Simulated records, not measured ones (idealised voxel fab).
The process module presented herein is designated voxel capacitor over wiring.
For reference, the cross-section in this document is cut, with width 145 nm and square cells of 5 nm.
Each cross-section below is a grid of square cells, stated as bands in top-down order, with one or more rows of cells making up each band.
Band entry format. Leading values: height of top, height of bottom, nm. Remainder: materials in left-to-right order, each with its width in nm. Special words: "edge to edge" on a single material, which then fills the band edge to edge; "blank", empty space.
Zero point of the height axis is 0; under it, received wafer = one material. Lowest band: continues down indefinitely, "0 down".
Width: "30..40" (first number = top row, second number = bottom row, same change from row to row of cells).
What does "no alterations made" mean for a step? It means no cell of the cross-section changed in that step.
"Enclosed internal voids" lists enclosed empty spaces (at least 8 cells, no open path upward to the top), each as width x height at distance from the left edge, in nm.
On each step's line, the part that comes after the settings is the simulator's own comment on the step.
A step's line can hold "overlay nm"; with a mask on that step, the setting says how far right of the planned place the mask lay, while a negative setting says it lay to the left.
## The process steps that were planned are listed below
1: RECEIVE (material Si)
2: CONFORMAL_DEP (material SiO2; thk nm 15)
3: CONFORMAL_DEP (material SiN; thk nm 5)
4: DIRECTIONAL_DEP (material SiO2; thk nm 15)
5: MASKED_ETCH (tone open; mask id METAL_1; width nm 25; pitch nm 75; etch materials SiO2; depth nm 15; overlay nm 0)
6: MASKED_ETCH (tone open; mask id METAL_1; width nm 25; pitch nm 75; etch materials SiN; depth nm 5; overlay nm 0)
7: CONFORMAL_DEP (material TiN; thk nm 5)
8: FILL_DEP (material Ru; thk nm 10)
9: CMP (height nm 35)
10: CONFORMAL_DEP (material SiCN; thk nm 5)
11: DIRECTIONAL_DEP (material lowk; thk nm 15)
12: PATTERN (tone open; mask id PLUG_1; material resist; width nm 15; thk nm 15; overlay nm 0)
13: DIRECTIONAL_ETCH (etch materials lowk; depth nm 15)
14: DIRECTIONAL_ETCH (etch materials SiCN; depth nm 5)
15: STRIP (etch materials resist)
16: EPI (material Ru; thk nm 10)
17: EPI (material Ru; thk nm 10)
18: DIRECTIONAL_DEP (material TiN; thk nm 5)
19: DIRECTIONAL_DEP (material HfO2; thk nm 5)
20: DIRECTIONAL_DEP (material TiN; thk nm 10)
21: DIRECTIONAL_DEP (material aC; thk nm 15)
22: PATTERN (tone cover; mask id UPPER_PLATE; material resist; width nm 55; thk nm 30; overlay nm 0)
23: DIRECTIONAL_ETCH (etch materials aC; depth nm 15)
24: STRIP (etch materials resist)
25: DIRECTIONAL_ETCH (etch materials TiN; depth nm 10)
26: DIRECTIONAL_ETCH (etch materials HfO2; depth nm 5)
27: STRIP (etch materials aC)
28: MASKED_ETCH (tone cover; mask id LOWER_PLATE; width nm 65; etch materials TiN; depth nm 5; overlay nm 0)
29: FILL_DEP (material SiO2; thk nm 15)
30: CMP (height nm 85)
31: MASKED_ETCH (tone open; mask id PLUG_2; width nm 15; etch materials SiO2; depth nm 10; overlay nm 0)
32: CONFORMAL_DEP (material TiN; thk nm 5)
33: FILL_DEP (material W; thk nm 5)
34: CMP (height nm 85)
35: CONFORMAL_DEP (material SiN; thk nm 5)
## First of two wafers - as planned
## Here's what the wafer looked like in cross-section when it arrived - that's after step 1
    0 down: Si edge to edge
    Enclosed internal voids: none
## Step 2 done - wafer cross-section
    15 to 0: SiO2 edge to edge
    below 0: unchanged
## Step 3 done - wafer cross-section
    20 to 15: SiN edge to edge
    below 15: unchanged
## Step 4 done - wafer cross-section
    35 to 20: SiO2 edge to edge
    below 20: unchanged
## Step 5 done - wafer cross-section
    35 to 20: SiO2 20 nm; blank 25 nm; SiO2 50 nm; blank 25 nm; SiO2 25 nm
    below 20: unchanged
## Step 6 done - wafer cross-section
    35 to 20: SiO2 20 nm; blank 25 nm; SiO2 50 nm; blank 25 nm; SiO2 25 nm
    20 to 15: SiN 20 nm; blank 25 nm; SiN 50 nm; blank 25 nm; SiN 25 nm
    below 15: unchanged
## Step 7 done - wafer cross-section
    40 to 35: TiN 25 nm; blank 15 nm; TiN 60 nm; blank 15 nm; TiN 30 nm
    35 to 20: SiO2 20 nm; TiN 5 nm; blank 15 nm; TiN 5 nm; SiO2 50 nm; TiN 5 nm; blank 15 nm; TiN 5 nm; SiO2 25 nm
    20 to 15: SiN 20 nm; TiN 25 nm; SiN 50 nm; TiN 25 nm; SiN 25 nm
    below 15: unchanged
## Step 8 done - wafer cross-section
    50 to 40: Ru edge to edge
    40 to 35: TiN 25 nm; Ru 15 nm; TiN 60 nm; Ru 15 nm; TiN 30 nm
    35 to 20: SiO2 20 nm; TiN 5 nm; Ru 15 nm; TiN 5 nm; SiO2 50 nm; TiN 5 nm; Ru 15 nm; TiN 5 nm; SiO2 25 nm
    below 20: unchanged
## Step 9 done - wafer cross-section
    35 to 20: SiO2 20 nm; TiN 5 nm; Ru 15 nm; TiN 5 nm; SiO2 50 nm; TiN 5 nm; Ru 15 nm; TiN 5 nm; SiO2 25 nm
    below 20: unchanged
## Step 10 done - wafer cross-section
    40 to 35: SiCN edge to edge
    below 35: unchanged
## Step 11 done - wafer cross-section
    55 to 40: lowk edge to edge
    below 40: unchanged
## Step 12 done - wafer cross-section
    70 to 55: resist 30 nm; blank 15 nm; resist 100 nm
    below 55: unchanged
## Step 13 done - wafer cross-section
    70 to 55: resist 30 nm; blank 15 nm; resist 100 nm
    55 to 40: lowk 30 nm; blank 15 nm; lowk 100 nm
    below 40: unchanged
## Step 14 done - wafer cross-section
    70 to 55: resist 30 nm; blank 15 nm; resist 100 nm
    55 to 40: lowk 30 nm; blank 15 nm; lowk 100 nm
    40 to 35: SiCN 30 nm; blank 15 nm; SiCN 100 nm
    below 35: unchanged
## Step 15 done - wafer cross-section
    55 to 40: lowk 30 nm; blank 15 nm; lowk 100 nm
    below 40: unchanged
## Step 16 done - wafer cross-section
    55 to 45: lowk 30 nm; blank 15 nm; lowk 100 nm
    45 to 40: lowk 30 nm; Ru 15 nm; lowk 100 nm
    40 to 35: SiCN 30 nm; Ru 15 nm; SiCN 100 nm
    below 35: unchanged
## Step 17 done - wafer cross-section
    55 to 40: lowk 30 nm; Ru 15 nm; lowk 100 nm
    below 40: unchanged
## Step 18 done - wafer cross-section
    60 to 55: TiN edge to edge
    below 55: unchanged
## Step 19 done - wafer cross-section
    65 to 60: HfO2 edge to edge
    below 60: unchanged
## Step 20 done - wafer cross-section
    75 to 65: TiN edge to edge
    below 65: unchanged
## Step 21 done - wafer cross-section
    90 to 75: aC edge to edge
    below 75: unchanged
## Step 22 done - wafer cross-section
    120 to 90: blank 30 nm; resist 55 nm; blank 60 nm
    below 90: unchanged
## Step 23 done - wafer cross-section
    105 to 90: blank 30 nm; resist 55 nm; blank 60 nm
    90 to 75: blank 30 nm; aC 55 nm; blank 60 nm
    below 75: unchanged
## Step 24 done - wafer cross-section
    90 to 75: blank 30 nm; aC 55 nm; blank 60 nm
    below 75: unchanged
## Step 25 done - wafer cross-section
    90 to 75: blank 30 nm; aC 55 nm; blank 60 nm
    75 to 65: blank 30 nm; TiN 55 nm; blank 60 nm
    below 65: unchanged
## Step 26 done - wafer cross-section
    90 to 75: blank 30 nm; aC 55 nm; blank 60 nm
    75 to 65: blank 30 nm; TiN 55 nm; blank 60 nm
    65 to 60: blank 30 nm; HfO2 55 nm; blank 60 nm
    below 60: unchanged
## Step 27 done - wafer cross-section
    75 to 65: blank 30 nm; TiN 55 nm; blank 60 nm
    below 65: unchanged
## Step 28 done - wafer cross-section
    75 to 65: blank 30 nm; TiN 55 nm; blank 60 nm
    65 to 60: blank 30 nm; HfO2 55 nm; blank 60 nm
    60 to 55: blank 25 nm; TiN 65 nm; blank 55 nm
    below 55: unchanged
## Step 29 done - wafer cross-section
    90 to 75: SiO2 edge to edge
    75 to 65: SiO2 30 nm; TiN 55 nm; SiO2 60 nm
    65 to 60: SiO2 30 nm; HfO2 55 nm; SiO2 60 nm
    60 to 55: SiO2 25 nm; TiN 65 nm; SiO2 55 nm
    below 55: unchanged
## Step 30 done - wafer cross-section
    85 to 75: SiO2 edge to edge
    below 75: unchanged
## Step 31 done - wafer cross-section
    85 to 75: SiO2 40 nm; blank 15 nm; SiO2 90 nm
    below 75: unchanged
## Step 32 done - wafer cross-section
    90 to 85: TiN 45 nm; blank 5 nm; TiN 95 nm
    85 to 80: SiO2 40 nm; TiN 5 nm; blank 5 nm; TiN 5 nm; SiO2 90 nm
    80 to 75: SiO2 40 nm; TiN 15 nm; SiO2 90 nm
    below 75: unchanged
## Step 33 done - wafer cross-section
    95 to 90: W edge to edge
    90 to 85: TiN 45 nm; W 5 nm; TiN 95 nm
    85 to 80: SiO2 40 nm; TiN 5 nm; W 5 nm; TiN 5 nm; SiO2 90 nm
    below 80: unchanged
## Step 34 done - wafer cross-section
    85 to 80: SiO2 40 nm; TiN 5 nm; W 5 nm; TiN 5 nm; SiO2 90 nm
    below 80: unchanged
## Step 35 done - wafer cross-section
    90 to 85: SiN edge to edge
    below 85: unchanged
## It is to be noted that the second wafer proceeded from the same initial state and according to the same plan as the first, although one mistake was committed in its execution; through step 30, inclusive, the two wafers share an identical history
## Second wafer, cross-section, planned end of step 31
    85 to 75: SiO2 35 nm; blank 25 nm; SiO2 85 nm
    below 75: unchanged
## Second wafer, cross-section, planned end of step 32
    90 to 85: TiN 40 nm; blank 15 nm; TiN 90 nm
    85 to 80: SiO2 35 nm; TiN 5 nm; blank 15 nm; TiN 5 nm; SiO2 85 nm
    80 to 75: SiO2 35 nm; TiN 25 nm; SiO2 85 nm
    below 75: unchanged
## Second wafer, cross-section, planned end of step 33
    95 to 90: W edge to edge
    90 to 85: TiN 40 nm; W 15 nm; TiN 90 nm
    85 to 80: SiO2 35 nm; TiN 5 nm; W 15 nm; TiN 5 nm; SiO2 85 nm
    below 80: unchanged
## Second wafer, cross-section, planned end of step 34
    85 to 80: SiO2 35 nm; TiN 5 nm; W 15 nm; TiN 5 nm; SiO2 85 nm
    below 80: unchanged
## Second wafer, cross-section, planned end of step 35
    90 to 85: SiN edge to edge
    below 85: unchanged
Deviation from plan: it should be noted that step 31 was executed with settings other than those planned, the operation and settings actually applied being MASKED_ETCH (tone open; mask id PLUG_2; width nm 25; etch materials SiO2; depth nm 10; overlay nm 0)
Bottom line after processing is that, in cells, the second wafer is up or down on some materials versus the first: -4 SiO2 | +2 TiN | +2 W
